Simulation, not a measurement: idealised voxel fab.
Name of the process module below: voxel wiring stack
Each square cell in cross-section cut measures 5 nm, and the section as a whole is 155 nm wide.
Reading order for cross-sections: top band down to bottom band. Underlying form: a grid of square cells. Band size: one or more rows of cells. It is stipulated that each band's entry specify, in nanometres, the height of the top of the band and then that of its bottom, followed by the materials of the band in left-to-right sequence, each together with its width in nanometres. A single material marked by the word "all across" is understood to fill the band from edge to edge; the word "blank" is understood to denote empty space. Counting heights begins at 0, where everything beneath is, in the wafer as received, one material. The lowest band has no bottom; it goes on downwards, as "0..down" shows. The notation "30->40" denotes a width that varies across the rows of cells in the band, beginning at the first number in the top row, finishing at the second number in the bottom row, and changing by an identical amount from each row to the next. Any step labelled "no change" changed none of the cells in the cross-section. Reported under the label "Closed void listing" are the empty spaces having no open way to the top and comprising 8 cells or more; the notation for each is width x height at distance, in which the distance is measured from the left edge and all three values are in nm. Anything after a step's settings on that line? It's the simulator's own note about the step. For masked steps, "overlay nm" on the step line gives how far right of plan the mask actually lay; a minus sign means it lay to the left.

-- The process steps that were planned are listed below
1,RECEIVE (material Si)
2,CONFORMAL_DEP (material SiO2; thk nm 10)
3,CONFORMAL_DEP (material SiN; thk nm 5)
4,DIRECTIONAL_DEP (material SiO2; thk nm 15)
5,MASKED_ETCH (tone open; mask id METAL_1; width nm 30; pitch nm 60; etch materials SiO2; depth nm 15; overlay nm 0)
6,MASKED_ETCH (tone open; mask id METAL_1; width nm 30; pitch nm 60; etch materials SiN; depth nm 5; overlay nm 0)
7,CONFORMAL_DEP (material TiN; thk nm 5)
8,FILL_DEP (material Ru; thk nm 10)
9,CMP (height nm 30)
10,CONFORMAL_DEP (material SiCN; thk nm 5)
11,DIRECTIONAL_DEP (material lowk; thk nm 15)
12,DIRECTIONAL_DEP (material aC; thk nm 10)
13,PATTERN (tone open; mask id PLUG_1; material resist; width nm 15; thk nm 30; overlay nm 0)
14,DIRECTIONAL_ETCH (etch materials aC; depth nm 10)
15,STRIP (etch materials resist)
16,DIRECTIONAL_ETCH (etch materials lowk; depth nm 15)
17,DIRECTIONAL_ETCH (etch materials SiCN; depth nm 5)
18,STRIP (etch materials aC)
19,CONFORMAL_DEP (material TiN; thk nm 5)
20,FILL_DEP (material Cu; thk nm 5)
21,CMP (height nm 50)
22,DIRECTIONAL_DEP (material TiN; thk nm 5)
23,DIRECTIONAL_DEP (material W; thk nm 25)
24,PATTERN (tone cover; mask id METAL_2; material resist; width nm 30; pitch nm 60; thk nm 20; overlay nm 0)
25,DIRECTIONAL_ETCH (etch materials W; depth nm 25)
26,DIRECTIONAL_ETCH (etch materials TiN; depth nm 5)
27,STRIP (etch materials resist)
28,FILL_DEP (material lowk; thk nm 10)
29,CMP (height nm 80)
30,CONFORMAL_DEP (material SiCN; thk nm 5)
31,DIRECTIONAL_DEP (material SiO2; thk nm 30)
32,MASKED_ETCH (tone open; mask id METAL_3_HOLES; width nm 15; etch materials SiO2; depth nm 30; overlay nm 0)
33,MASKED_ETCH (tone open; mask id METAL_3; width nm 30; pitch nm 60; etch materials SiO2; depth nm 20; overlay nm 0)
34,MASKED_ETCH (tone open; mask id METAL_3; width nm 30; pitch nm 60; etch materials SiCN; depth nm 5; overlay nm 0)
35,CONFORMAL_DEP (material TiN; thk nm 5)
36,FILL_DEP (material Ru; thk nm 10)
37,CMP (height nm 115)
38,CONFORMAL_DEP (material SiCN; thk nm 5)
39,DIRECTIONAL_DEP (material lowk; thk nm 10)
40,PATTERN (tone open; mask id PLUG_3; material resist; width nm 15; pitch nm 60; thk nm 15; overlay nm 0)
41,DIRECTIONAL_ETCH (etch materials lowk; depth nm 10)
42,DIRECTIONAL_ETCH (etch materials SiCN; depth nm 5)
43,STRIP (etch materials resist)
44,EPI (material Ru; thk nm 10)
45,EPI (material Ru; thk nm 5)
46,CONFORMAL_DEP (material SiCN; thk nm 5)
47,DIRECTIONAL_DEP (material lowk; thk nm 20)
48,PATTERN (tone open; mask id METAL_4; material resist; width nm 30; pitch nm 60; thk nm 15; overlay nm 0)
49,DIRECTIONAL_ETCH (etch materials lowk; depth nm 20)
50,DIRECTIONAL_ETCH (etch materials SiCN; depth nm 5)
51,STRIP (etch materials resist)
52,CONFORMAL_DEP (material TiN; thk nm 5)
53,FILL_DEP (material Cu; thk nm 5)
54,CMP (height nm 155)
55,CONFORMAL_DEP (material SiCN; thk nm 5)

-- Cross-section of the wafer upon arrival, representing the state reached after step 1
  0..down | Si all across
  Closed void listing: none

-- Cross-sectional image of the first of two wafers at the end of the module, the run having proceeded as planned
  160..155 | SiCN all across
  155..135 | lowk (30) | TiN (5) | Cu (20) | TiN (5) | lowk (30) | TiN (5) | Cu (20) | TiN (5) | lowk (35)
  135..130 | SiCN (30) | TiN (30) | SiCN (30) | TiN (30) | SiCN (35)
  130..120 | lowk (30) | Ru (15) | lowk (45) | Ru (15) | lowk (50)
  120..115 | SiCN (30) | Ru (15) | SiCN (45) | Ru (15) | SiCN (50)
  115..100 | SiO2 (30) | TiN (5) | Ru (20) | TiN (5) | SiO2 (30) | TiN (5) | Ru (20) | TiN (5) | SiO2 (35)
  100..95 | SiO2 (30) | TiN (5) | Ru (5) | TiN (20) | SiO2 (30) | TiN (30) | SiO2 (35)
  95..85 | SiO2 (30) | TiN (5) | Ru (5) | TiN (5) | SiO2 (110)
  85..80 | SiCN (30) | TiN (15) | SiCN (110)
  80..55 | lowk (30) | W (30) | lowk (30) | W (30) | lowk (35)
  55..50 | lowk (30) | TiN (30) | lowk (30) | TiN (30) | lowk (35)
  50..35 | lowk (30) | TiN (5) | Cu (5) | TiN (5) | lowk (110)
  35..30 | SiCN (30) | TiN (15) | SiCN (110)
  30..15 | SiO2 (30) | TiN (5) | Ru (20) | TiN (5) | SiO2 (30) | TiN (5) | Ru (20) | TiN (5) | SiO2 (35)
  15..10 | SiN (30) | TiN (30) | SiN (30) | TiN (30) | SiN (35)
  10..0 | SiO2 all across
  0..down | Si all across
  Closed void listing: none

-- The second wafer, shown in cross-section after the module: started the same way as the first and given the same plan, yet one mistake crept into how it was run
  160..155 | SiCN all across
  155..135 | lowk (30) | TiN (5) | Cu (20) | TiN (5) | lowk (30) | TiN (5) | Cu (20) | TiN (5) | lowk (35)
  135..130 | SiCN (30) | TiN (30) | SiCN (30) | TiN (30) | SiCN (35)
  130..120 | lowk (30) | Ru (15) | lowk (45) | Ru (15) | lowk (50)
  120..115 | SiCN (30) | Ru (15) | SiCN (45) | Ru (15) | SiCN (50)
  115..100 | SiO2 (30) | TiN (5) | Ru (20) | TiN (5) | SiO2 (30) | TiN (5) | Ru (20) | TiN (5) | SiO2 (35)
  100..95 | SiO2 (30) | TiN (5) | Ru (5) | TiN (20) | SiO2 (30) | TiN (30) | SiO2 (35)
  95..85 | SiO2 (30) | TiN (5) | Ru (5) | TiN (5) | SiO2 (110)
  85..80 | SiCN (30) | TiN (15) | SiCN (110)
  80..55 | lowk (30) | W (30) | lowk (30) | W (30) | lowk (35)
  55..50 | lowk (30) | TiN (30) | lowk (30) | TiN (30) | lowk (35)
  50..35 | SiN all across
  35..30 | SiCN all across
  30..15 | SiO2 (30) | TiN (5) | Ru (20) | TiN (5) | SiO2 (30) | TiN (5) | Ru (20) | TiN (5) | SiO2 (35)
  15..10 | SiN (30) | TiN (30) | SiN (30) | TiN (30) | SiN (35)
  10..0 | SiO2 all across
  0..down | Si all across
  Closed void listing: none
Heads up, the wafer didn't run the way we planned it: note that step 11 departed from the planned setting and was carried out as DIRECTIONAL_DEP (material SiN; thk nm 15)
The second wafer ends with more or fewer cells of some materials than the first, per final count: 3 fewer of Cu; 3 more of SiCN; 93 more of SiN; 9 fewer of TiN; 84 fewer of lowk
